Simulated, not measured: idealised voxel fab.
process module | voxel capacitor over wiring
cross-section cut | 160 nm wide | cells 5 nm
A cross-section is a grid of square cells, given in bands from the top down. A band is one or more rows of cells.
Each band's line starts with the height of the band's top and of its bottom, in nm. Then come its materials from left to right, each with its width in nm. One material with "throughout" fills the band from edge to edge. "air" is empty space.
Height 0 is the level under which the wafer as received is all one material. The lowest band goes on downwards, as in "0 down".
A width such as "30 to 40" changes by the same amount from each row of cells to the next, from the band's top row to its bottom row.
"no change" after a step means that no cell of the cross-section changed.
closed voids: empty space of 8 cells or more with no open way to the top, each as width x height at its distance from the left edge, in nm
after a step's settings: what the simulator itself notes on the step
overlay nm, on a step with a mask: how far to the right of its planned place the mask lay; to the left if negative
plan
1 op RECEIVE | material Si
2 op CONFORMAL_DEP | material SiO2 | thk nm 10
3 op DIRECTIONAL_DEP | material TiN | thk nm 5
4 op DIRECTIONAL_DEP | material Ru | thk nm 15
5 op PATTERN | tone cover | mask id METAL_1 | material resist | width nm 25 | pitch nm 95 | thk nm 20 | overlay nm 0
6 op DIRECTIONAL_ETCH | etch materials Ru | depth nm 15
7 op DIRECTIONAL_ETCH | etch materials TiN | depth nm 5
8 op STRIP | etch materials resist
9 op CONFORMAL_DEP | material SiCN | thk nm 5
10 op FILL_DEP | material SiO2 | thk nm 5
11 op CMP | height nm 30
12 op CONFORMAL_DEP | material SiCN | thk nm 5
13 op DIRECTIONAL_DEP | material SiO2 | thk nm 15
14 op DIRECTIONAL_DEP | material aC | thk nm 10
15 op PATTERN | tone open | mask id PLUG_1 | material resist | width nm 15 | thk nm 25 | overlay nm 0
16 op DIRECTIONAL_ETCH | etch materials aC | depth nm 10
17 op STRIP | etch materials resist
18 op DIRECTIONAL_ETCH | etch materials SiO2 | depth nm 15
19 op DIRECTIONAL_ETCH | etch materials SiCN | depth nm 5
20 op STRIP | etch materials aC
21 op CONFORMAL_DEP | material TiN | thk nm 5
22 op FILL_DEP | material Cu | thk nm 5
23 op CMP | height nm 50
24 op DIRECTIONAL_DEP | material TiN | thk nm 10
25 op DIRECTIONAL_DEP | material HfO2 | thk nm 5
26 op DIRECTIONAL_DEP | material TiN | thk nm 10
27 op DIRECTIONAL_DEP | material aC | thk nm 10
28 op PATTERN | tone cover | mask id UPPER_PLATE | material resist | width nm 75 | thk nm 30 | overlay nm 0
29 op DIRECTIONAL_ETCH | etch materials aC | depth nm 10
30 op STRIP | etch materials resist
31 op DIRECTIONAL_ETCH | etch materials TiN | depth nm 10
32 op DIRECTIONAL_ETCH | etch materials HfO2 | depth nm 5
33 op STRIP | etch materials aC
34 op DIRECTIONAL_DEP | material aC | thk nm 10
35 op PATTERN | tone cover | mask id LOWER_PLATE | material resist | width nm 85 | thk nm 25 | overlay nm 0
36 op DIRECTIONAL_ETCH | etch materials aC | depth nm 10
37 op STRIP | etch materials resist
38 op DIRECTIONAL_ETCH | etch materials TiN | depth nm 10
39 op STRIP | etch materials aC
40 op FILL_DEP | material SiO2 | thk nm 20
41 op CMP | height nm 90
42 op MASKED_ETCH | tone open | mask id PLUG_2 | width nm 15 | etch materials SiO2 | depth nm 15 | overlay nm 0
43 op CONFORMAL_DEP | material TiN | thk nm 5
44 op FILL_DEP | material Cu | thk nm 5
45 op CMP | height nm 90
46 op CONFORMAL_DEP | material SiN | thk nm 5
first wafer, as planned
as received, after step 1
  0 down: Si throughout
  closed voids: none
after step 2
  10 to 0: SiO2 throughout
  below 0: unchanged
after step 3
  15 to 10: TiN throughout
  below 10: unchanged
after step 4
  30 to 15: Ru throughout
  below 15: unchanged
after step 5
  50 to 30: air 20 | resist 25 | air 70 | resist 25 | air 20
  below 30: unchanged
after step 6
  50 to 30: air 20 | resist 25 | air 70 | resist 25 | air 20
  30 to 15: air 20 | Ru 25 | air 70 | Ru 25 | air 20
  below 15: unchanged
after step 7
  50 to 30: air 20 | resist 25 | air 70 | resist 25 | air 20
  30 to 15: air 20 | Ru 25 | air 70 | Ru 25 | air 20
  15 to 10: air 20 | TiN 25 | air 70 | TiN 25 | air 20
  below 10: unchanged
after step 8
  30 to 15: air 20 | Ru 25 | air 70 | Ru 25 | air 20
  below 15: unchanged
after step 9
  35 to 30: air 15 | SiCN 35 | air 60 | SiCN 35 | air 15
  30 to 15: air 15 | SiCN 5 | Ru 25 | SiCN 5 | air 60 | SiCN 5 | Ru 25 | SiCN 5 | air 15
  15 to 10: SiCN 20 | TiN 25 | SiCN 70 | TiN 25 | SiCN 20
  below 10: unchanged
after step 10
  40 to 35: SiO2 throughout
  35 to 30: SiO2 15 | SiCN 35 | SiO2 60 | SiCN 35 | SiO2 15
  30 to 15: SiO2 15 | SiCN 5 | Ru 25 | SiCN 5 | SiO2 60 | SiCN 5 | Ru 25 | SiCN 5 | SiO2 15
  below 15: unchanged
after step 11
  30 to 15: SiO2 15 | SiCN 5 | Ru 25 | SiCN 5 | SiO2 60 | SiCN 5 | Ru 25 | SiCN 5 | SiO2 15
  below 15: unchanged
after step 12
  35 to 30: SiCN throughout
  below 30: unchanged
after step 13
  50 to 35: SiO2 throughout
  below 35: unchanged
after step 14
  60 to 50: aC throughout
  below 50: unchanged
after step 15
  85 to 60: resist 30 | air 15 | resist 115
  below 60: unchanged
after step 16
  75 to 60: resist 30 | air 15 | resist 115
  60 to 50: aC 30 | air 15 | aC 115
  below 50: unchanged
after step 17
  60 to 50: aC 30 | air 15 | aC 115
  below 50: unchanged
after step 18
  60 to 50: aC 30 | air 15 | aC 115
  50 to 35: SiO2 30 | air 15 | SiO2 115
  below 35: unchanged
after step 19
  60 to 50: aC 30 | air 15 | aC 115
  50 to 35: SiO2 30 | air 15 | SiO2 115
  35 to 30: SiCN 30 | air 15 | SiCN 115
  below 30: unchanged
after step 20
  50 to 35: SiO2 30 | air 15 | SiO2 115
  below 35: unchanged
after step 21
  55 to 50: TiN 35 | air 5 | TiN 120
  50 to 35: SiO2 30 | TiN 5 | air 5 | TiN 5 | SiO2 115
  35 to 30: SiCN 30 | TiN 15 | SiCN 115
  below 30: unchanged
after step 22
  60 to 55: Cu throughout
  55 to 50: TiN 35 | Cu 5 | TiN 120
  50 to 35: SiO2 30 | TiN 5 | Cu 5 | TiN 5 | SiO2 115
  below 35: unchanged
after step 23
  50 to 35: SiO2 30 | TiN 5 | Cu 5 | TiN 5 | SiO2 115
  below 35: unchanged
after step 24
  60 to 50: TiN throughout
  below 50: unchanged
after step 25
  65 to 60: HfO2 throughout
  below 60: unchanged
after step 26
  75 to 65: TiN throughout
  below 65: unchanged
after step 27
  85 to 75: aC throughout
  below 75: unchanged
after step 28
  115 to 85: air 30 | resist 75 | air 55
  below 85: unchanged
after step 29
  105 to 85: air 30 | resist 75 | air 55
  85 to 75: air 30 | aC 75 | air 55
  below 75: unchanged
after step 30
  85 to 75: air 30 | aC 75 | air 55
  below 75: unchanged
after step 31
  85 to 75: air 30 | aC 75 | air 55
  75 to 65: air 30 | TiN 75 | air 55
  below 65: unchanged
after step 32
  85 to 75: air 30 | aC 75 | air 55
  75 to 65: air 30 | TiN 75 | air 55
  65 to 60: air 30 | HfO2 75 | air 55
  below 60: unchanged
after step 33
  75 to 65: air 30 | TiN 75 | air 55
  below 65: unchanged
after step 34
  85 to 75: air 30 | aC 75 | air 55
  75 to 70: air 30 | TiN 75 | air 55
  70 to 65: aC 30 | TiN 75 | aC 55
  65 to 60: aC 30 | HfO2 75 | aC 55
  below 60: unchanged
after step 35
  110 to 85: air 25 | resist 85 | air 50
  85 to 75: air 25 | resist 5 | aC 75 | resist 5 | air 50
  75 to 70: air 25 | resist 5 | TiN 75 | resist 5 | air 50
  below 70: unchanged
after step 36
  100 to 85: air 25 | resist 85 | air 50
  85 to 75: air 25 | resist 5 | aC 75 | resist 5 | air 50
  75 to 70: air 25 | resist 5 | TiN 75 | resist 5 | air 50
  70 to 65: air 25 | aC 5 | TiN 75 | aC 5 | air 50
  65 to 60: air 25 | aC 5 | HfO2 75 | aC 5 | air 50
  below 60: unchanged
after step 37
  85 to 75: air 30 | aC 75 | air 55
  75 to 70: air 30 | TiN 75 | air 55
  below 70: unchanged
after step 38
  85 to 75: air 30 | aC 75 | air 55
  75 to 70: air 30 | TiN 75 | air 55
  70 to 65: air 25 | aC 5 | TiN 75 | aC 5 | air 50
  65 to 60: air 25 | aC 5 | HfO2 75 | aC 5 | air 50
  60 to 50: air 25 | TiN 85 | air 50
  below 50: unchanged
after step 39
  75 to 65: air 30 | TiN 75 | air 55
  65 to 60: air 30 | HfO2 75 | air 55
  below 60: unchanged
after step 40
  95 to 75: SiO2 throughout
  75 to 65: SiO2 30 | TiN 75 | SiO2 55
  65 to 60: SiO2 30 | HfO2 75 | SiO2 55
  60 to 50: SiO2 25 | TiN 85 | SiO2 50
  below 50: unchanged
after step 41
  90 to 75: SiO2 throughout
  below 75: unchanged
after step 42
  90 to 75: SiO2 40 | air 15 | SiO2 105
  below 75: unchanged
after step 43
  95 to 90: TiN 45 | air 5 | TiN 110
  90 to 80: SiO2 40 | TiN 5 | air 5 | TiN 5 | SiO2 105
  80 to 75: SiO2 40 | TiN 15 | SiO2 105
  below 75: unchanged
after step 44
  100 to 95: Cu throughout
  95 to 90: TiN 45 | Cu 5 | TiN 110
  90 to 80: SiO2 40 | TiN 5 | Cu 5 | TiN 5 | SiO2 105
  below 80: unchanged
after step 45
  90 to 80: SiO2 40 | TiN 5 | Cu 5 | TiN 5 | SiO2 105
  below 80: unchanged
after step 46
  95 to 90: SiN throughout
  below 90: unchanged
second wafer: like start, like plan, one mistake. Through step 1 it matches the first wafer
when step 2 should have ended
  5 to 0: SiO2 throughout
  below 0: unchanged
when step 3 should have ended
  10 to 5: TiN throughout
  below 5: unchanged
when step 4 should have ended
  25 to 10: Ru throughout
  below 10: unchanged
when step 5 should have ended
  45 to 25: air 20 | resist 25 | air 70 | resist 25 | air 20
  below 25: unchanged
when step 6 should have ended
  45 to 25: air 20 | resist 25 | air 70 | resist 25 | air 20
  25 to 10: air 20 | Ru 25 | air 70 | Ru 25 | air 20
  below 10: unchanged
when step 7 should have ended
  45 to 25: air 20 | resist 25 | air 70 | resist 25 | air 20
  25 to 10: air 20 | Ru 25 | air 70 | Ru 25 | air 20
  10 to 5: air 20 | TiN 25 | air 70 | TiN 25 | air 20
  below 5: unchanged
when step 8 should have ended
  25 to 10: air 20 | Ru 25 | air 70 | Ru 25 | air 20
  below 10: unchanged
when step 9 should have ended
  30 to 25: air 15 | SiCN 35 | air 60 | SiCN 35 | air 15
  25 to 10: air 15 | SiCN 5 | Ru 25 | SiCN 5 | air 60 | SiCN 5 | Ru 25 | SiCN 5 | air 15
  10 to 5: SiCN 20 | TiN 25 | SiCN 70 | TiN 25 | SiCN 20
  below 5: unchanged
when step 10 should have ended
  35 to 30: SiO2 throughout
  30 to 25: SiO2 15 | SiCN 35 | SiO2 60 | SiCN 35 | SiO2 15
  25 to 10: SiO2 15 | SiCN 5 | Ru 25 | SiCN 5 | SiO2 60 | SiCN 5 | Ru 25 | SiCN 5 | SiO2 15
  below 10: unchanged
when step 11 should have ended
  30 to 25: SiO2 15 | SiCN 35 | SiO2 60 | SiCN 35 | SiO2 15
  below 25: unchanged
when step 12 should have ended
  35 to 30: SiCN throughout
  below 30: unchanged
when step 13 should have ended
  50 to 35: SiO2 throughout
  below 35: unchanged
when step 14 should have ended
  60 to 50: aC throughout
  below 50: unchanged
when step 15 should have ended
  85 to 60: resist 30 | air 15 | resist 115
  below 60: unchanged
when step 16 should have ended
  75 to 60: resist 30 | air 15 | resist 115
  60 to 50: aC 30 | air 15 | aC 115
  below 50: unchanged
when step 17 should have ended
  60 to 50: aC 30 | air 15 | aC 115
  below 50: unchanged
when step 18 should have ended
  60 to 50: aC 30 | air 15 | aC 115
  50 to 35: SiO2 30 | air 15 | SiO2 115
  below 35: unchanged
when step 19 should have ended
  60 to 50: aC 30 | air 15 | aC 115
  50 to 35: SiO2 30 | air 15 | SiO2 115
  35 to 30: SiCN 30 | air 15 | SiCN 115
  below 30: unchanged
when step 20 should have ended
  50 to 35: SiO2 30 | air 15 | SiO2 115
  below 35: unchanged
when step 21 should have ended
  55 to 50: TiN 35 | air 5 | TiN 120
  50 to 35: SiO2 30 | TiN 5 | air 5 | TiN 5 | SiO2 115
  35 to 30: SiCN 30 | TiN 15 | SiCN 115
  below 30: unchanged
when step 22 should have ended
  60 to 55: Cu throughout
  55 to 50: TiN 35 | Cu 5 | TiN 120
  50 to 35: SiO2 30 | TiN 5 | Cu 5 | TiN 5 | SiO2 115
  below 35: unchanged
when step 23 should have ended
  50 to 35: SiO2 30 | TiN 5 | Cu 5 | TiN 5 | SiO2 115
  below 35: unchanged
when step 24 should have ended
  60 to 50: TiN throughout
  below 50: unchanged
when step 25 should have ended
  65 to 60: HfO2 throughout
  below 60: unchanged
when step 26 should have ended
  75 to 65: TiN throughout
  below 65: unchanged
when step 27 should have ended
  85 to 75: aC throughout
  below 75: unchanged
when step 28 should have ended
  115 to 85: air 30 | resist 75 | air 55
  below 85: unchanged
when step 29 should have ended
  105 to 85: air 30 | resist 75 | air 55
  85 to 75: air 30 | aC 75 | air 55
  below 75: unchanged
when step 30 should have ended
  85 to 75: air 30 | aC 75 | air 55
  below 75: unchanged
when step 31 should have ended
  85 to 75: air 30 | aC 75 | air 55
  75 to 65: air 30 | TiN 75 | air 55
  below 65: unchanged
when step 32 should have ended
  85 to 75: air 30 | aC 75 | air 55
  75 to 65: air 30 | TiN 75 | air 55
  65 to 60: air 30 | HfO2 75 | air 55
  below 60: unchanged
when step 33 should have ended
  75 to 65: air 30 | TiN 75 | air 55
  below 65: unchanged
when step 34 should have ended
  85 to 75: air 30 | aC 75 | air 55
  75 to 70: air 30 | TiN 75 | air 55
  70 to 65: aC 30 | TiN 75 | aC 55
  65 to 60: aC 30 | HfO2 75 | aC 55
  below 60: unchanged
when step 35 should have ended
  110 to 85: air 25 | resist 85 | air 50
  85 to 75: air 25 | resist 5 | aC 75 | resist 5 | air 50
  75 to 70: air 25 | resist 5 | TiN 75 | resist 5 | air 50
  below 70: unchanged
when step 36 should have ended
  100 to 85: air 25 | resist 85 | air 50
  85 to 75: air 25 | resist 5 | aC 75 | resist 5 | air 50
  75 to 70: air 25 | resist 5 | TiN 75 | resist 5 | air 50
  70 to 65: air 25 | aC 5 | TiN 75 | aC 5 | air 50
  65 to 60: air 25 | aC 5 | HfO2 75 | aC 5 | air 50
  below 60: unchanged
when step 37 should have ended
  85 to 75: air 30 | aC 75 | air 55
  75 to 70: air 30 | TiN 75 | air 55
  below 70: unchanged
when step 38 should have ended
  85 to 75: air 30 | aC 75 | air 55
  75 to 70: air 30 | TiN 75 | air 55
  70 to 65: air 25 | aC 5 | TiN 75 | aC 5 | air 50
  65 to 60: air 25 | aC 5 | HfO2 75 | aC 5 | air 50
  60 to 50: air 25 | TiN 85 | air 50
  below 50: unchanged
when step 39 should have ended
  75 to 65: air 30 | TiN 75 | air 55
  65 to 60: air 30 | HfO2 75 | air 55
  below 60: unchanged
when step 40 should have ended
  95 to 75: SiO2 throughout
  75 to 65: SiO2 30 | TiN 75 | SiO2 55
  65 to 60: SiO2 30 | HfO2 75 | SiO2 55
  60 to 50: SiO2 25 | TiN 85 | SiO2 50
  below 50: unchanged
when step 41 should have ended
  90 to 75: SiO2 throughout
  below 75: unchanged
when step 42 should have ended
  90 to 75: SiO2 40 | air 15 | SiO2 105
  below 75: unchanged
when step 43 should have ended
  95 to 90: TiN 45 | air 5 | TiN 110
  90 to 80: SiO2 40 | TiN 5 | air 5 | TiN 5 | SiO2 105
  80 to 75: SiO2 40 | TiN 15 | SiO2 105
  below 75: unchanged
when step 44 should have ended
  100 to 95: Cu throughout
  95 to 90: TiN 45 | Cu 5 | TiN 110
  90 to 80: SiO2 40 | TiN 5 | Cu 5 | TiN 5 | SiO2 105
  below 80: unchanged
when step 45 should have ended
  90 to 80: SiO2 40 | TiN 5 | Cu 5 | TiN 5 | SiO2 105
  below 80: unchanged
when step 46 should have ended
  95 to 90: SiN throughout
  below 90: unchanged
what went wrong: step 2 ran as: op CONFORMAL_DEP | material SiO2 | thk nm 5
at the end the second wafer has, in cells: 14 more of SiCN | 14 fewer of SiO2
